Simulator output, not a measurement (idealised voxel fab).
You're looking at the process module voxel self aligned contacts.
Each square cell in cross-section cut measures 5 nm, and the section as a whole is 245 nm wide.
If you're reading a cross-section in this doc, picture square cells in a grid; it comes to you as bands, top ones listed first down to the bottom, and a band can be one or more rows of cells.
Quick guide to a band line: top height, bottom height (nm) up front; then every material left to right with its width in nm. Only one material and it's marked "all across"? Then it fills the band edge to edge. And "blank" just means empty space.
Ref level 0: as-received wafer is one material below here. Bottom band extends down with no lower bound ("0 down").
Top row gets the first number, bottom row gets the second, and each row in between changes by the same step: that is how a band width like "30->40" works.
A step reported as "no alteration" is a step in which no cell of the cross-section changed.
"Fully sealed voids": sealed empty spaces, 8 cells or more, no open way to top, listed width x height at distance, with distance from the left edge and width, height and distance in nm.
Formally, on a step line, whatever follows the settings is a remark that the simulator itself makes on the step.
On any step carrying a mask, the "overlay nm" setting, if present on the step's line, tells how far right of its planned place the mask lay; negative values point to the left.

# Intended process steps
1. RECEIVE with material Si
2. CONFORMAL_DEP with material SiO2, thk nm 5
3. DIRECTIONAL_DEP with material polySi, thk nm 20
4. DIRECTIONAL_DEP with material SiN, thk nm 25
5. DIRECTIONAL_DEP with material aC, thk nm 10
6. PATTERN with tone cover, mask id GATE, material resist, width nm 25, pitch nm 70, thk nm 30, overlay nm 0
7. DIRECTIONAL_ETCH with etch materials aC, depth nm 10
8. STRIP with etch materials resist
9. DIRECTIONAL_ETCH with etch materials SiN, depth nm 25
10. DIRECTIONAL_ETCH with etch materials polySi, depth nm 20
11. STRIP with etch materials aC
12. CONFORMAL_DEP with material SiN, thk nm 10
13. DIRECTIONAL_ETCH with etch materials SiN, depth nm 10
14. FILL_DEP with material SiO2, thk nm 10
15. CMP with height nm 55
16. MASKED_ETCH with tone open, mask id CONTACT, width nm 55, pitch nm 70, etch materials SiO2, depth nm 55, overlay nm 0
17. CONFORMAL_DEP with material TiN, thk nm 5
18. FILL_DEP with material W, thk nm 5
19. CMP with height nm 55
20. CONFORMAL_DEP with material SiCN, thk nm 5

# This is the cross-section of the wafer as we received it, i.e. after step 1
  0 down: Si all across
  Fully sealed voids: none

# Here's the wafer cut in cross-section after the module, started and planned just like above, except one thing was done wrong in the run
  60 to 55: SiCN all across
  55 to 50: 25 W | 35 TiN | 55 SiO2 | 15 TiN | 55 SiO2 | 35 TiN | 25 W
  50 to 25: 25 W | 5 TiN | 45 SiN | 25 SiO2 | 45 SiN | 25 SiO2 | 45 SiN | 5 TiN | 25 W
  25 to 5: 25 W | 5 TiN | 10 SiN | 25 polySi | 10 SiN | 25 SiO2 | 10 SiN | 25 polySi | 10 SiN | 25 SiO2 | 10 SiN | 25 polySi | 10 SiN | 5 TiN | 25 W
  5 to 0: 30 TiN | 185 SiO2 | 30 TiN
  0 down: Si all across
  Fully sealed voids: none
In executing the process, a mistake was made relative to the plan: contrary to plan, step 16 was performed as MASKED_ETCH with tone cover, mask id CONTACT, width nm 55, pitch nm 70, etch materials SiO2, depth nm 55, overlay nm 0
